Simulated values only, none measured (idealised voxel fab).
Process module under the name voxel ribs on slabs
Each square cell in cross-section cut measures 5 nm, and the section as a whole is 250 nm wide.
Square cells in a grid make up a cross-section in this document, and the grid is given as bands, listed from the top down, each one or more rows of cells.
For a band, the entry starts with two heights in nm, that of the top and then that of the bottom, and carries on with the band's materials in order from left to right, each alongside its width in nm; the word "edge to edge" beside a single material means it fills the band edge to edge, and "empty" means empty space.
The reference from which all heights are counted is 0, the level beneath which the as-received wafer is entirely one material; the lowest band, having no lower bound, proceeds downward and is written after the example "from 0 down".
A two-number width, for instance "30 to 40", indicates that the width is equal to the first number in the top row of the band and to the second number in the bottom row, and that it changes by a constant amount per row of cells.
Any step labelled "nothing was modified" changed none of the cells in the cross-section.
Each empty space that has no open way to the top and spans at least 8 cells appears under "Closed empty spaces" as width x height at distance, the distance counted from the left edge, all in nm.
On a step's line, text after the settings is the simulator commenting on that step.
overlay nm: mask offset rightward from planned place, masked step; negative means leftward offset.
[Below is the list of planned process steps]
1,op RECEIVE | material Si
2,op DIRECTIONAL_DEP | material SiO2 | thk nm 30
3,op DIRECTIONAL_DEP | material polySi | thk nm 20
4,op PATTERN | tone cover | mask id RIB | material resist | width nm 30 | thk nm 15 | overlay nm 0
5,op DIRECTIONAL_ETCH | etch materials polySi | depth nm 5
6,op STRIP | etch materials resist
7,op PATTERN | tone cover | mask id SLAB | material resist | width nm 80 | thk nm 15 | overlay nm 0
8,op DIRECTIONAL_ETCH | etch materials polySi | depth nm 15
9,op STRIP | etch materials resist
10,op FILL_DEP | material SiO2 | thk nm 15
11,op CMP | height nm 60
12,op DIRECTIONAL_DEP | material W | thk nm 10
13,op PATTERN | tone cover | mask id HEATER | material resist | width nm 40 | thk nm 20 | overlay nm 0
14,op DIRECTIONAL_ETCH | etch materials W | depth nm 10
15,op STRIP | etch materials resist
16,op CONFORMAL_DEP | material SiO2 | thk nm 5
[Account of the first of two wafers, which was processed as intended]
[Received-state cross-section, reflecting completion of step 1]
from 0 down: Si edge to edge
Closed empty spaces: none
[Sectional view: wafer, after step 2]
from 30 to 0: SiO2 edge to edge
Below a height of 0, the structure has not been altered.
[Sectional view: wafer, after step 3]
from 50 to 30: polySi edge to edge
Below a height of 30, the structure has not been altered.
[Sectional view: wafer, after step 4]
from 65 to 50: empty=110, then resist=30, then empty=110
Below a height of 50, the structure has not been altered.
[Sectional view: wafer, after step 5]
from 65 to 50: empty=110, then resist=30, then empty=110
from 50 to 45: empty=110, then polySi=30, then empty=110
Below a height of 45, the structure has not been altered.
[Sectional view: wafer, after step 6]
from 50 to 45: empty=110, then polySi=30, then empty=110
Below a height of 45, the structure has not been altered.
[Sectional view: wafer, after step 7]
from 65 to 50: empty=85, then resist=80, then empty=85
from 50 to 45: empty=85, then resist=25, then polySi=30, then resist=25, then empty=85
Below a height of 45, the structure has not been altered.
[Sectional view: wafer, after step 8]
from 65 to 50: empty=85, then resist=80, then empty=85
from 50 to 45: empty=85, then resist=25, then polySi=30, then resist=25, then empty=85
from 45 to 30: empty=85, then polySi=80, then empty=85
Below a height of 30, the structure has not been altered.
[Sectional view: wafer, after step 9]
from 50 to 45: empty=110, then polySi=30, then empty=110
Below a height of 45, the structure has not been altered.
[Sectional view: wafer, after step 10]
from 65 to 50: SiO2 edge to edge
from 50 to 45: SiO2=110, then polySi=30, then SiO2=110
from 45 to 30: SiO2=85, then polySi=80, then SiO2=85
Below a height of 30, the structure has not been altered.
[Sectional view: wafer, after step 11]
from 60 to 50: SiO2 edge to edge
Below a height of 50, the structure has not been altered.
[Sectional view: wafer, after step 12]
from 70 to 60: W edge to edge
Below a height of 60, the structure has not been altered.
[Sectional view: wafer, after step 13]
from 90 to 70: empty=105, then resist=40, then empty=105
Below a height of 70, the structure has not been altered.
[Sectional view: wafer, after step 14]
from 90 to 70: empty=105, then resist=40, then empty=105
from 70 to 60: empty=105, then W=40, then empty=105
Below a height of 60, the structure has not been altered.
[Sectional view: wafer, after step 15]
from 70 to 60: empty=105, then W=40, then empty=105
Below a height of 60, the structure has not been altered.
[Sectional view: wafer, after step 16]
from 75 to 70: empty=100, then SiO2=50, then empty=100
from 70 to 65: empty=100, then SiO2=5, then W=40, then SiO2=5, then empty=100
from 65 to 60: SiO2=105, then W=40, then SiO2=105
Below a height of 60, the structure has not been altered.
[The second wafer was prepared from the same starting point and under the same plan as the first; its processing contained one mistake, and it remains indistinguishable from the first wafer up to and including step 3]
[Second wafer at the planned finish of step 4, seen in cross-section]
from 65 to 50: empty=105, then resist=40, then empty=105
Below a height of 50, the structure has not been altered.
[Second wafer at the planned finish of step 5, seen in cross-section]
from 65 to 50: empty=105, then resist=40, then empty=105
from 50 to 45: empty=105, then polySi=40, then empty=105
Below a height of 45, the structure has not been altered.
[Second wafer at the planned finish of step 6, seen in cross-section]
from 50 to 45: empty=105, then polySi=40, then empty=105
Below a height of 45, the structure has not been altered.
[Second wafer at the planned finish of step 7, seen in cross-section]
from 65 to 50: empty=85, then resist=80, then empty=85
from 50 to 45: empty=85, then resist=20, then polySi=40, then resist=20, then empty=85
Below a height of 45, the structure has not been altered.
[Second wafer at the planned finish of step 8, seen in cross-section]
from 65 to 50: empty=85, then resist=80, then empty=85
from 50 to 45: empty=85, then resist=20, then polySi=40, then resist=20, then empty=85
from 45 to 30: empty=85, then polySi=80, then empty=85
Below a height of 30, the structure has not been altered.
[Second wafer at the planned finish of step 9, seen in cross-section]
from 50 to 45: empty=105, then polySi=40, then empty=105
Below a height of 45, the structure has not been altered.
[Second wafer at the planned finish of step 10, seen in cross-section]
from 65 to 50: SiO2 edge to edge
from 50 to 45: SiO2=105, then polySi=40, then SiO2=105
from 45 to 30: SiO2=85, then polySi=80, then SiO2=85
Below a height of 30, the structure has not been altered.
[Second wafer at the planned finish of step 11, seen in cross-section]
from 60 to 50: SiO2 edge to edge
Below a height of 50, the structure has not been altered.
[Second wafer at the planned finish of step 12, seen in cross-section]
from 70 to 60: W edge to edge
Below a height of 60, the structure has not been altered.
[Second wafer at the planned finish of step 13, seen in cross-section]
from 90 to 70: empty=105, then resist=40, then empty=105
Below a height of 70, the structure has not been altered.
[Second wafer at the planned finish of step 14, seen in cross-section]
from 90 to 70: empty=105, then resist=40, then empty=105
from 70 to 60: empty=105, then W=40, then empty=105
Below a height of 60, the structure has not been altered.
[Second wafer at the planned finish of step 15, seen in cross-section]
from 70 to 60: empty=105, then W=40, then empty=105
Below a height of 60, the structure has not been altered.
[Second wafer at the planned finish of step 16, seen in cross-section]
from 75 to 70: empty=100, then SiO2=50, then empty=100
from 70 to 65: empty=100, then SiO2=5, then W=40, then SiO2=5, then empty=100
from 65 to 60: SiO2=105, then W=40, then SiO2=105
Below a height of 60, the structure has not been altered.
Want to know what went wrong? step 4 deviated from plan and actually ran as op PATTERN | tone cover | mask id RIB | material resist | width nm 40 | thk nm 15 | overlay nm 0
Count the cells at the end and the second wafer has more or fewer of some materials than the first: 2 fewer of SiO2; 2 more of polySi
